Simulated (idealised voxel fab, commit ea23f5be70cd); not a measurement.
Module name: voxel self aligned vias (process module)
In the cross-section labelled cut, the width is 300 nm and each square cell is 5 nm.
Just so we're on the same page, the cross-sections are grids of square cells, and they're listed out in bands top to bottom, each band one or more rows deep.
Top, bottom (nm), then materials left to right with widths (nm); lone material tagged "all across" fills the whole band edge to edge; "blank" = empty space.
Counting heights begins at 0, where everything beneath is, in the wafer as received, one material. The lowest band has no bottom; it goes on downwards, as "top 0, no bottom" shows.
Graded width ("30..40"): value in top row of band = first number; value in bottom row = second number; row-to-row change constant.
Given "no alteration" for a step, no cell of the cross-section differs between before and after that step.
Closed empty spaces (no open way to the top) of 8 cells or more are what "Trapped voids" lists, each as width x height at distance from the left edge, nm for all three.
If you see something after the settings on a step's line, that's the simulator's own remark about that step.
For masked steps, "overlay nm" on the step line gives how far right of plan the mask actually lay; a minus sign means it lay to the left.

PROCESS STEPS - PLAN
1 RECEIVE, material Si
2 CONFORMAL_DEP, material SiO2, thk nm 15
3 CONFORMAL_DEP, material SiCN, thk nm 5
4 DIRECTIONAL_DEP, material lowk, thk nm 20
5 DIRECTIONAL_DEP, material aC, thk nm 10
6 PATTERN, tone open, mask id LINES, material resist, width nm 20, pitch nm 60, thk nm 30, overlay nm 0
7 DIRECTIONAL_ETCH, etch materials aC, depth nm 10
8 STRIP, etch materials resist
9 DIRECTIONAL_ETCH, etch materials lowk, depth nm 20
10 STRIP, etch materials aC
11 CONFORMAL_DEP, material TiN, thk nm 5
12 FILL_DEP, material W, thk nm 5
13 CMP, height nm 40
14 SELECTIVE_ETCH, etch materials W Ru TiN, depth nm 10
15 FILL_DEP, material SiN, thk nm 10
16 CMP, height nm 40
17 DIRECTIONAL_DEP, material lowk, thk nm 15
18 PATTERN, tone open, mask id VIAS, material resist, width nm 40, pitch nm 60, thk nm 20, overlay nm 0
19 DIRECTIONAL_ETCH, etch materials lowk, depth nm 15
20 DIRECTIONAL_ETCH, etch materials SiN, depth nm 10
21 STRIP, etch materials resist
22 CONFORMAL_DEP, material TiN, thk nm 5
23 FILL_DEP, material W, thk nm 5
24 CMP, height nm 55
25 CONFORMAL_DEP, material SiN, thk nm 5

THE FIRST OF THE TWO WAFERS, WHICH RAN AS PLANNED

CROSS-SECTION: WAFER ON ARRIVAL = AFTER STEP 1
	top 0, no bottom | Si all across
	Trapped voids: none

THE WAFER, SEEN IN CROSS-SECTION, AFTER STEP 2
	top 15, bottom 0 | SiO2 all across
	No changes below 0.

THE WAFER, SEEN IN CROSS-SECTION, AFTER STEP 3
	top 20, bottom 15 | SiCN all across
	No changes below 15.

THE WAFER, SEEN IN CROSS-SECTION, AFTER STEP 4
	top 40, bottom 20 | lowk all across
	No changes below 20.

THE WAFER, SEEN IN CROSS-SECTION, AFTER STEP 5
	top 50, bottom 40 | aC all across
	No changes below 40.

THE WAFER, SEEN IN CROSS-SECTION, AFTER STEP 6
	top 80, bottom 50 | 110 resist, 20 blank, 40 resist, 20 blank, 110 resist
	No changes below 50.

THE WAFER, SEEN IN CROSS-SECTION, AFTER STEP 7
	top 70, bottom 50 | 110 resist, 20 blank, 40 resist, 20 blank, 110 resist
	top 50, bottom 40 | 110 aC, 20 blank, 40 aC, 20 blank, 110 aC
	No changes below 40.

THE WAFER, SEEN IN CROSS-SECTION, AFTER STEP 8
	top 50, bottom 40 | 110 aC, 20 blank, 40 aC, 20 blank, 110 aC
	No changes below 40.

THE WAFER, SEEN IN CROSS-SECTION, AFTER STEP 9
	top 50, bottom 40 | 110 aC, 20 blank, 40 aC, 20 blank, 110 aC
	top 40, bottom 20 | 110 lowk, 20 blank, 40 lowk, 20 blank, 110 lowk
	No changes below 20.

THE WAFER, SEEN IN CROSS-SECTION, AFTER STEP 10
	top 40, bottom 20 | 110 lowk, 20 blank, 40 lowk, 20 blank, 110 lowk
	No changes below 20.

THE WAFER, SEEN IN CROSS-SECTION, AFTER STEP 11
	top 45, bottom 40 | 115 TiN, 10 blank, 50 TiN, 10 blank, 115 TiN
	top 40, bottom 25 | 110 lowk, 5 TiN, 10 blank, 5 TiN, 40 lowk, 5 TiN, 10 blank, 5 TiN, 110 lowk
	top 25, bottom 20 | 110 lowk, 20 TiN, 40 lowk, 20 TiN, 110 lowk
	No changes below 20.

THE WAFER, SEEN IN CROSS-SECTION, AFTER STEP 12
	top 50, bottom 45 | W all across
	top 45, bottom 40 | 115 TiN, 10 W, 50 TiN, 10 W, 115 TiN
	top 40, bottom 25 | 110 lowk, 5 TiN, 10 W, 5 TiN, 40 lowk, 5 TiN, 10 W, 5 TiN, 110 lowk
	No changes below 25.

THE WAFER, SEEN IN CROSS-SECTION, AFTER STEP 13
	top 40, bottom 25 | 110 lowk, 5 TiN, 10 W, 5 TiN, 40 lowk, 5 TiN, 10 W, 5 TiN, 110 lowk
	No changes below 25.

THE WAFER, SEEN IN CROSS-SECTION, AFTER STEP 14
	top 40, bottom 30 | 110 lowk, 20 blank, 40 lowk, 20 blank, 110 lowk
	No changes below 30.

THE WAFER, SEEN IN CROSS-SECTION, AFTER STEP 15
	top 50, bottom 40 | SiN all across
	top 40, bottom 30 | 110 lowk, 20 SiN, 40 lowk, 20 SiN, 110 lowk
	No changes below 30.

THE WAFER, SEEN IN CROSS-SECTION, AFTER STEP 16
	top 40, bottom 30 | 110 lowk, 20 SiN, 40 lowk, 20 SiN, 110 lowk
	No changes below 30.

THE WAFER, SEEN IN CROSS-SECTION, AFTER STEP 17
	top 55, bottom 40 | lowk all across
	No changes below 40.

THE WAFER, SEEN IN CROSS-SECTION, AFTER STEP 18
	top 75, bottom 55 | 100 resist, 40 blank, 20 resist, 40 blank, 100 resist
	No changes below 55.

THE WAFER, SEEN IN CROSS-SECTION, AFTER STEP 19
	top 75, bottom 55 | 100 resist, 40 blank, 20 resist, 40 blank, 100 resist
	top 55, bottom 40 | 100 lowk, 40 blank, 20 lowk, 40 blank, 100 lowk
	No changes below 40.

THE WAFER, SEEN IN CROSS-SECTION, AFTER STEP 20
	top 75, bottom 55 | 100 resist, 40 blank, 20 resist, 40 blank, 100 resist
	top 55, bottom 40 | 100 lowk, 40 blank, 20 lowk, 40 blank, 100 lowk
	top 40, bottom 30 | 110 lowk, 20 blank, 40 lowk, 20 blank, 110 lowk
	No changes below 30.

THE WAFER, SEEN IN CROSS-SECTION, AFTER STEP 21
	top 55, bottom 40 | 100 lowk, 40 blank, 20 lowk, 40 blank, 100 lowk
	No changes below 40.

THE WAFER, SEEN IN CROSS-SECTION, AFTER STEP 22
	top 60, bottom 55 | 105 TiN, 30 blank, 30 TiN, 30 blank, 105 TiN
	top 55, bottom 45 | 100 lowk, 5 TiN, 30 blank, 5 TiN, 20 lowk, 5 TiN, 30 blank, 5 TiN, 100 lowk
	top 45, bottom 35 | 100..110 lowk, 15..5 TiN, 10 blank, 15..5 TiN, 20..40 lowk, 15..5 TiN, 10 blank, 15..5 TiN, 100..110 lowk
	top 35, bottom 30 | 110 lowk, 20 TiN, 40 lowk, 20 TiN, 110 lowk
	No changes below 30.

THE WAFER, SEEN IN CROSS-SECTION, AFTER STEP 23
	top 65, bottom 60 | W all across
	top 60, bottom 55 | 105 TiN, 30 W, 30 TiN, 30 W, 105 TiN
	top 55, bottom 45 | 100 lowk, 5 TiN, 30 W, 5 TiN, 20 lowk, 5 TiN, 30 W, 5 TiN, 100 lowk
	top 45, bottom 35 | 100..110 lowk, 15..5 TiN, 10 W, 15..5 TiN, 20..40 lowk, 15..5 TiN, 10 W, 15..5 TiN, 100..110 lowk
	No changes below 35.

THE WAFER, SEEN IN CROSS-SECTION, AFTER STEP 24
	top 55, bottom 45 | 100 lowk, 5 TiN, 30 W, 5 TiN, 20 lowk, 5 TiN, 30 W, 5 TiN, 100 lowk
	No changes below 45.

THE WAFER, SEEN IN CROSS-SECTION, AFTER STEP 25
	top 60, bottom 55 | SiN all across
	No changes below 55.

COMPANION WAFER, THE SECOND OF TWO: SAME BEGINNING, SAME INTENDED SEQUENCE, ONE MISTAKE IN CARRYING IT OUT; THROUGH STEP 2 INCLUSIVE IT TRACKS THE FIRST EXACTLY

Look at the second wafer in cross-section at the time step 3 ought to have finished: no alteration

LOOK AT THE SECOND WAFER IN CROSS-SECTION AT THE TIME STEP 4 OUGHT TO HAVE FINISHED
	top 35, bottom 15 | lowk all across
	No changes below 15.

LOOK AT THE SECOND WAFER IN CROSS-SECTION AT THE TIME STEP 5 OUGHT TO HAVE FINISHED
	top 45, bottom 35 | aC all across
	No changes below 35.

LOOK AT THE SECOND WAFER IN CROSS-SECTION AT THE TIME STEP 6 OUGHT TO HAVE FINISHED
	top 75, bottom 45 | 110 resist, 20 blank, 40 resist, 20 blank, 110 resist
	No changes below 45.

LOOK AT THE SECOND WAFER IN CROSS-SECTION AT THE TIME STEP 7 OUGHT TO HAVE FINISHED
	top 65, bottom 45 | 110 resist, 20 blank, 40 resist, 20 blank, 110 resist
	top 45, bottom 35 | 110 aC, 20 blank, 40 aC, 20 blank, 110 aC
	No changes below 35.

LOOK AT THE SECOND WAFER IN CROSS-SECTION AT THE TIME STEP 8 OUGHT TO HAVE FINISHED
	top 45, bottom 35 | 110 aC, 20 blank, 40 aC, 20 blank, 110 aC
	No changes below 35.

LOOK AT THE SECOND WAFER IN CROSS-SECTION AT THE TIME STEP 9 OUGHT TO HAVE FINISHED
	top 45, bottom 35 | 110 aC, 20 blank, 40 aC, 20 blank, 110 aC
	top 35, bottom 15 | 110 lowk, 20 blank, 40 lowk, 20 blank, 110 lowk
	No changes below 15.

LOOK AT THE SECOND WAFER IN CROSS-SECTION AT THE TIME STEP 10 OUGHT TO HAVE FINISHED
	top 35, bottom 15 | 110 lowk, 20 blank, 40 lowk, 20 blank, 110 lowk
	No changes below 15.

LOOK AT THE SECOND WAFER IN CROSS-SECTION AT THE TIME STEP 11 OUGHT TO HAVE FINISHED
	top 40, bottom 35 | 115 TiN, 10 blank, 50 TiN, 10 blank, 115 TiN
	top 35, bottom 20 | 110 lowk, 5 TiN, 10 blank, 5 TiN, 40 lowk, 5 TiN, 10 blank, 5 TiN, 110 lowk
	top 20, bottom 15 | 110 lowk, 20 TiN, 40 lowk, 20 TiN, 110 lowk
	No changes below 15.

LOOK AT THE SECOND WAFER IN CROSS-SECTION AT THE TIME STEP 12 OUGHT TO HAVE FINISHED
	top 45, bottom 40 | W all across
	top 40, bottom 35 | 115 TiN, 10 W, 50 TiN, 10 W, 115 TiN
	top 35, bottom 20 | 110 lowk, 5 TiN, 10 W, 5 TiN, 40 lowk, 5 TiN, 10 W, 5 TiN, 110 lowk
	No changes below 20.

LOOK AT THE SECOND WAFER IN CROSS-SECTION AT THE TIME STEP 13 OUGHT TO HAVE FINISHED
	top 40, bottom 35 | 115 TiN, 10 W, 50 TiN, 10 W, 115 TiN
	No changes below 35.

LOOK AT THE SECOND WAFER IN CROSS-SECTION AT THE TIME STEP 14 OUGHT TO HAVE FINISHED
	top 35, bottom 30 | 110 lowk, 20 blank, 40 lowk, 20 blank, 110 lowk
	No changes below 30.

LOOK AT THE SECOND WAFER IN CROSS-SECTION AT THE TIME STEP 15 OUGHT TO HAVE FINISHED
	top 45, bottom 35 | SiN all across
	top 35, bottom 30 | 110 lowk, 20 SiN, 40 lowk, 20 SiN, 110 lowk
	No changes below 30.

LOOK AT THE SECOND WAFER IN CROSS-SECTION AT THE TIME STEP 16 OUGHT TO HAVE FINISHED
	top 40, bottom 35 | SiN all across
	No changes below 35.

LOOK AT THE SECOND WAFER IN CROSS-SECTION AT THE TIME STEP 17 OUGHT TO HAVE FINISHED
	top 55, bottom 40 | lowk all across
	No changes below 40.

LOOK AT THE SECOND WAFER IN CROSS-SECTION AT THE TIME STEP 18 OUGHT TO HAVE FINISHED
	top 75, bottom 55 | 100 resist, 40 blank, 20 resist, 40 blank, 100 resist
	No changes below 55.

LOOK AT THE SECOND WAFER IN CROSS-SECTION AT THE TIME STEP 19 OUGHT TO HAVE FINISHED
	top 75, bottom 55 | 100 resist, 40 blank, 20 resist, 40 blank, 100 resist
	top 55, bottom 40 | 100 lowk, 40 blank, 20 lowk, 40 blank, 100 lowk
	No changes below 40.

LOOK AT THE SECOND WAFER IN CROSS-SECTION AT THE TIME STEP 20 OUGHT TO HAVE FINISHED
	top 75, bottom 55 | 100 resist, 40 blank, 20 resist, 40 blank, 100 resist
	top 55, bottom 40 | 100 lowk, 40 blank, 20 lowk, 40 blank, 100 lowk
	top 40, bottom 35 | 100 SiN, 40 blank, 20 SiN, 40 blank, 100 SiN
	top 35, bottom 30 | 110 lowk, 20 blank, 40 lowk, 20 blank, 110 lowk
	No changes below 30.

LOOK AT THE SECOND WAFER IN CROSS-SECTION AT THE TIME STEP 21 OUGHT TO HAVE FINISHED
	top 55, bottom 40 | 100 lowk, 40 blank, 20 lowk, 40 blank, 100 lowk
	No changes below 40.

LOOK AT THE SECOND WAFER IN CROSS-SECTION AT THE TIME STEP 22 OUGHT TO HAVE FINISHED
	top 60, bottom 55 | 105 TiN, 30 blank, 30 TiN, 30 blank, 105 TiN
	top 55, bottom 40 | 100 lowk, 5 TiN, 30 blank, 5 TiN, 20 lowk, 5 TiN, 30 blank, 5 TiN, 100 lowk
	top 40, bottom 35 | 100 SiN, 15 TiN, 10 blank, 15 TiN, 20 SiN, 15 TiN, 10 blank, 15 TiN, 100 SiN
	top 35, bottom 30 | 110 lowk, 20 TiN, 40 lowk, 20 TiN, 110 lowk
	No changes below 30.

LOOK AT THE SECOND WAFER IN CROSS-SECTION AT THE TIME STEP 23 OUGHT TO HAVE FINISHED
	top 65, bottom 60 | W all across
	top 60, bottom 55 | 105 TiN, 30 W, 30 TiN, 30 W, 105 TiN
	top 55, bottom 40 | 100 lowk, 5 TiN, 30 W, 5 TiN, 20 lowk, 5 TiN, 30 W, 5 TiN, 100 lowk
	top 40, bottom 35 | 100 SiN, 15 TiN, 10 W, 15 TiN, 20 SiN, 15 TiN, 10 W, 15 TiN, 100 SiN
	No changes below 35.

LOOK AT THE SECOND WAFER IN CROSS-SECTION AT THE TIME STEP 24 OUGHT TO HAVE FINISHED
	top 55, bottom 40 | 100 lowk, 5 TiN, 30 W, 5 TiN, 20 lowk, 5 TiN, 30 W, 5 TiN, 100 lowk
	No changes below 40.

LOOK AT THE SECOND WAFER IN CROSS-SECTION AT THE TIME STEP 25 OUGHT TO HAVE FINISHED
	top 60, bottom 55 | SiN all across
	No changes below 55.
Processing error: plan step 3: skipped, not run
In the final state, the cell counts of the second wafer exceed or fall short of those of the first for the following materials: SiCN: 60 fewer | SiN: 44 more | TiN: 4 more | W: 12 more
